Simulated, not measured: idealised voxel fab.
This is a process module. Its name is voxel ribs on slabs.
Section cut is 280 nm wide and gridded with 5 nm square cells.
In what follows, cross-sections appear as grids of square cells, described through bands that run from the top down, where every band is one or more rows of cells.
First you get the band's top height and its bottom height, in nm, and then the materials it's made of, left to right, with each width in nm. If you see a single material with "all across", that one covers the band edge to edge. "empty" is empty space.
For the purposes of this specification, 0 denotes the height below which the wafer in its as-received condition is composed wholly of one material, and the lowermost band, lacking a lower limit, extends downward without end, as expressed in "top 0, no bottom".
A two-number width, for instance "30..40", indicates that the width is equal to the first number in the top row of the band and to the second number in the bottom row, and that it changes by a constant amount per row of cells.
It should be understood that the words "nothing altered", when stated for a given step, signify that the cross-section underwent no change in any of its cells during that step.
"Closed internal cavities" lists enclosed empty spaces (at least 8 cells, no open path upward to the top), each as width x height at distance from the left edge, in nm.
On a step's line, text after the settings is the simulator commenting on that step.
If you see "overlay nm" on a step's line and that step has a mask, it's telling you how far right of where it was planned the mask ended up; a negative number means it went left instead.
LIST OF PLANNED PROCESS STEPS
1. RECEIVE [material Si]
2. DIRECTIONAL_DEP [material SiO2] [thk nm 25]
3. DIRECTIONAL_DEP [material polySi] [thk nm 15]
4. DIRECTIONAL_DEP [material aC] [thk nm 10]
5. PATTERN [tone cover] [mask id RIB] [material resist] [width nm 15] [thk nm 30] [overlay nm 0]
6. DIRECTIONAL_ETCH [etch materials aC] [depth nm 10]
7. STRIP [etch materials resist]
8. DIRECTIONAL_ETCH [etch materials polySi] [depth nm 10]
9. STRIP [etch materials aC]
10. DIRECTIONAL_DEP [material aC] [thk nm 15]
11. PATTERN [tone cover] [mask id SLAB] [material resist] [width nm 55] [thk nm 35] [overlay nm 0]
12. DIRECTIONAL_ETCH [etch materials aC] [depth nm 15]
13. STRIP [etch materials resist]
14. DIRECTIONAL_ETCH [etch materials polySi] [depth nm 5]
15. STRIP [etch materials aC]
16. FILL_DEP [material SiO2] [thk nm 20]
17. CMP [height nm 50]
18. DIRECTIONAL_DEP [material TiN] [thk nm 5]
19. DIRECTIONAL_DEP [material aC] [thk nm 15]
20. PATTERN [tone cover] [mask id HEATER] [material resist] [width nm 25] [thk nm 35] [overlay nm 0]
21. DIRECTIONAL_ETCH [etch materials aC] [depth nm 15]
22. STRIP [etch materials resist]
23. DIRECTIONAL_ETCH [etch materials TiN] [depth nm 5]
24. STRIP [etch materials aC]
25. CONFORMAL_DEP [material SiO2] [thk nm 10]
WAFER, FIRST OF TWO, RUN AS PLANNED
CROSS-SECTION OF THE INCOMING WAFER, STATE AFTER STEP 1
    top 0, no bottom  Si all across
    Closed internal cavities: none
UPON COMPLETION OF STEP 2, THE WAFER APPEARS IN CROSS-SECTION AS SHOWN
    top 25, bottom 0  SiO2 all across
    Below 0, no change.
UPON COMPLETION OF STEP 3, THE WAFER APPEARS IN CROSS-SECTION AS SHOWN
    top 40, bottom 25  polySi all across
    Below 25, no change.
UPON COMPLETION OF STEP 4, THE WAFER APPEARS IN CROSS-SECTION AS SHOWN
    top 50, bottom 40  aC all across
    Below 40, no change.
UPON COMPLETION OF STEP 5, THE WAFER APPEARS IN CROSS-SECTION AS SHOWN
    top 80, bottom 50  empty=130, then resist=15, then empty=135
    Below 50, no change.
UPON COMPLETION OF STEP 6, THE WAFER APPEARS IN CROSS-SECTION AS SHOWN
    top 70, bottom 50  empty=130, then resist=15, then empty=135
    top 50, bottom 40  empty=130, then aC=15, then empty=135
    Below 40, no change.
UPON COMPLETION OF STEP 7, THE WAFER APPEARS IN CROSS-SECTION AS SHOWN
    top 50, bottom 40  empty=130, then aC=15, then empty=135
    Below 40, no change.
UPON COMPLETION OF STEP 8, THE WAFER APPEARS IN CROSS-SECTION AS SHOWN
    top 50, bottom 40  empty=130, then aC=15, then empty=135
    top 40, bottom 30  empty=130, then polySi=15, then empty=135
    Below 30, no change.
UPON COMPLETION OF STEP 9, THE WAFER APPEARS IN CROSS-SECTION AS SHOWN
    top 40, bottom 30  empty=130, then polySi=15, then empty=135
    Below 30, no change.
UPON COMPLETION OF STEP 10, THE WAFER APPEARS IN CROSS-SECTION AS SHOWN
    top 55, bottom 45  empty=130, then aC=15, then empty=135
    top 45, bottom 40  aC all across
    top 40, bottom 30  aC=130, then polySi=15, then aC=135
    Below 30, no change.
UPON COMPLETION OF STEP 11, THE WAFER APPEARS IN CROSS-SECTION AS SHOWN
    top 90, bottom 55  empty=110, then resist=55, then empty=115
    top 55, bottom 45  empty=110, then resist=20, then aC=15, then resist=20, then empty=115
    Below 45, no change.
UPON COMPLETION OF STEP 12, THE WAFER APPEARS IN CROSS-SECTION AS SHOWN
    top 75, bottom 55  empty=110, then resist=55, then empty=115
    top 55, bottom 45  empty=110, then resist=20, then aC=15, then resist=20, then empty=115
    top 45, bottom 40  empty=110, then aC=55, then empty=115
    top 40, bottom 30  empty=110, then aC=20, then polySi=15, then aC=20, then empty=115
    Below 30, no change.
UPON COMPLETION OF STEP 13, THE WAFER APPEARS IN CROSS-SECTION AS SHOWN
    top 55, bottom 45  empty=130, then aC=15, then empty=135
    Below 45, no change.
UPON COMPLETION OF STEP 14, THE WAFER APPEARS IN CROSS-SECTION AS SHOWN
    top 55, bottom 45  empty=130, then aC=15, then empty=135
    top 45, bottom 40  empty=110, then aC=55, then empty=115
    top 40, bottom 30  empty=110, then aC=20, then polySi=15, then aC=20, then empty=115
    top 30, bottom 25  empty=110, then polySi=55, then empty=115
    Below 25, no change.
UPON COMPLETION OF STEP 15, THE WAFER APPEARS IN CROSS-SECTION AS SHOWN
    top 40, bottom 30  empty=130, then polySi=15, then empty=135
    Below 30, no change.
UPON COMPLETION OF STEP 16, THE WAFER APPEARS IN CROSS-SECTION AS SHOWN
    top 60, bottom 40  SiO2 all across
    top 40, bottom 30  SiO2=130, then polySi=15, then SiO2=135
    top 30, bottom 25  SiO2=110, then polySi=55, then SiO2=115
    Below 25, no change.
UPON COMPLETION OF STEP 17, THE WAFER APPEARS IN CROSS-SECTION AS SHOWN
    top 50, bottom 40  SiO2 all across
    Below 40, no change.
UPON COMPLETION OF STEP 18, THE WAFER APPEARS IN CROSS-SECTION AS SHOWN
    top 55, bottom 50  TiN all across
    Below 50, no change.
UPON COMPLETION OF STEP 19, THE WAFER APPEARS IN CROSS-SECTION AS SHOWN
    top 70, bottom 55  aC all across
    Below 55, no change.
UPON COMPLETION OF STEP 20, THE WAFER APPEARS IN CROSS-SECTION AS SHOWN
    top 105, bottom 70  empty=125, then resist=25, then empty=130
    Below 70, no change.
UPON COMPLETION OF STEP 21, THE WAFER APPEARS IN CROSS-SECTION AS SHOWN
    top 90, bottom 70  empty=125, then resist=25, then empty=130
    top 70, bottom 55  empty=125, then aC=25, then empty=130
    Below 55, no change.
UPON COMPLETION OF STEP 22, THE WAFER APPEARS IN CROSS-SECTION AS SHOWN
    top 70, bottom 55  empty=125, then aC=25, then empty=130
    Below 55, no change.
UPON COMPLETION OF STEP 23, THE WAFER APPEARS IN CROSS-SECTION AS SHOWN
    top 70, bottom 55  empty=125, then aC=25, then empty=130
    top 55, bottom 50  empty=125, then TiN=25, then empty=130
    Below 50, no change.
UPON COMPLETION OF STEP 24, THE WAFER APPEARS IN CROSS-SECTION AS SHOWN
    top 55, bottom 50  empty=125, then TiN=25, then empty=130
    Below 50, no change.
UPON COMPLETION OF STEP 25, THE WAFER APPEARS IN CROSS-SECTION AS SHOWN
    top 65, bottom 60  empty=115, then SiO2=45, then empty=120
    top 60, bottom 55  SiO2 all across
    top 55, bottom 50  SiO2=125, then TiN=25, then SiO2=130
    Below 50, no change.
SECOND WAFER, SAME STARTING CONDITIONS AND RECIPE AS THE FIRST, ONE MISTAKE IN EXECUTING IT, NOTHING DIFFERS FROM THE FIRST UP TO AND INCLUDING STEP 10
CROSS-SECTION OF THE SECOND WAFER AT THE TIME BY WHICH STEP 11 SHOULD HAVE BEEN COMPLETED ACCORDING TO THE PLAN
    top 90, bottom 55  resist=110, then empty=55, then resist=115
    top 55, bottom 45  resist=110, then empty=20, then aC=15, then empty=20, then resist=115
    Below 45, no change.
CROSS-SECTION OF THE SECOND WAFER AT THE TIME BY WHICH STEP 12 SHOULD HAVE BEEN COMPLETED ACCORDING TO THE PLAN
    top 75, bottom 45  resist=110, then empty=55, then resist=115
    top 45, bottom 40  aC=110, then empty=55, then aC=115
    top 40, bottom 30  aC=110, then empty=20, then polySi=15, then empty=20, then aC=115
    Below 30, no change.
CROSS-SECTION OF THE SECOND WAFER AT THE TIME BY WHICH STEP 13 SHOULD HAVE BEEN COMPLETED ACCORDING TO THE PLAN
    top 45, bottom 40  aC=110, then empty=55, then aC=115
    Below 40, no change.
CROSS-SECTION OF THE SECOND WAFER AT THE TIME BY WHICH STEP 14 SHOULD HAVE BEEN COMPLETED ACCORDING TO THE PLAN
    top 45, bottom 35  aC=110, then empty=55, then aC=115
    top 35, bottom 30  aC=110, then empty=20, then polySi=15, then empty=20, then aC=115
    top 30, bottom 25  polySi=110, then empty=20, then polySi=15, then empty=20, then polySi=115
    Below 25, no change.
CROSS-SECTION OF THE SECOND WAFER AT THE TIME BY WHICH STEP 15 SHOULD HAVE BEEN COMPLETED ACCORDING TO THE PLAN
    top 35, bottom 30  empty=130, then polySi=15, then empty=135
    Below 30, no change.
CROSS-SECTION OF THE SECOND WAFER AT THE TIME BY WHICH STEP 16 SHOULD HAVE BEEN COMPLETED ACCORDING TO THE PLAN
    top 55, bottom 35  SiO2 all across
    top 35, bottom 30  SiO2=130, then polySi=15, then SiO2=135
    top 30, bottom 25  polySi=110, then SiO2=20, then polySi=15, then SiO2=20, then polySi=115
    Below 25, no change.
CROSS-SECTION OF THE SECOND WAFER AT THE TIME BY WHICH STEP 17 SHOULD HAVE BEEN COMPLETED ACCORDING TO THE PLAN
    top 50, bottom 35  SiO2 all across
    Below 35, no change.
CROSS-SECTION OF THE SECOND WAFER AT THE TIME BY WHICH STEP 18 SHOULD HAVE BEEN COMPLETED ACCORDING TO THE PLAN
    top 55, bottom 50  TiN all across
    Below 50, no change.
CROSS-SECTION OF THE SECOND WAFER AT THE TIME BY WHICH STEP 19 SHOULD HAVE BEEN COMPLETED ACCORDING TO THE PLAN
    top 70, bottom 55  aC all across
    Below 55, no change.
CROSS-SECTION OF THE SECOND WAFER AT THE TIME BY WHICH STEP 20 SHOULD HAVE BEEN COMPLETED ACCORDING TO THE PLAN
    top 105, bottom 70  empty=125, then resist=25, then empty=130
    Below 70, no change.
CROSS-SECTION OF THE SECOND WAFER AT THE TIME BY WHICH STEP 21 SHOULD HAVE BEEN COMPLETED ACCORDING TO THE PLAN
    top 90, bottom 70  empty=125, then resist=25, then empty=130
    top 70, bottom 55  empty=125, then aC=25, then empty=130
    Below 55, no change.
CROSS-SECTION OF THE SECOND WAFER AT THE TIME BY WHICH STEP 22 SHOULD HAVE BEEN COMPLETED ACCORDING TO THE PLAN
    top 70, bottom 55  empty=125, then aC=25, then empty=130
    Below 55, no change.
CROSS-SECTION OF THE SECOND WAFER AT THE TIME BY WHICH STEP 23 SHOULD HAVE BEEN COMPLETED ACCORDING TO THE PLAN
    top 70, bottom 55  empty=125, then aC=25, then empty=130
    top 55, bottom 50  empty=125, then TiN=25, then empty=130
    Below 50, no change.
CROSS-SECTION OF THE SECOND WAFER AT THE TIME BY WHICH STEP 24 SHOULD HAVE BEEN COMPLETED ACCORDING TO THE PLAN
    top 55, bottom 50  empty=125, then TiN=25, then empty=130
    Below 50, no change.
CROSS-SECTION OF THE SECOND WAFER AT THE TIME BY WHICH STEP 25 SHOULD HAVE BEEN COMPLETED ACCORDING TO THE PLAN
    top 65, bottom 60  empty=115, then SiO2=45, then empty=120
    top 60, bottom 55  SiO2 all across
    top 55, bottom 50  SiO2=125, then TiN=25, then SiO2=130
    Below 50, no change.
Short version of what went wrong: it should be noted that step 11 was executed with settings other than those planned, the operation and settings actually applied being PATTERN [tone open] [mask id SLAB] [material resist] [width nm 55] [thk nm 35] [overlay nm 0]
It is noted that, at the conclusion of processing, the second wafer exhibits a higher or lower cell count for certain materials relative to the first: -34 SiO2, +34 polySi
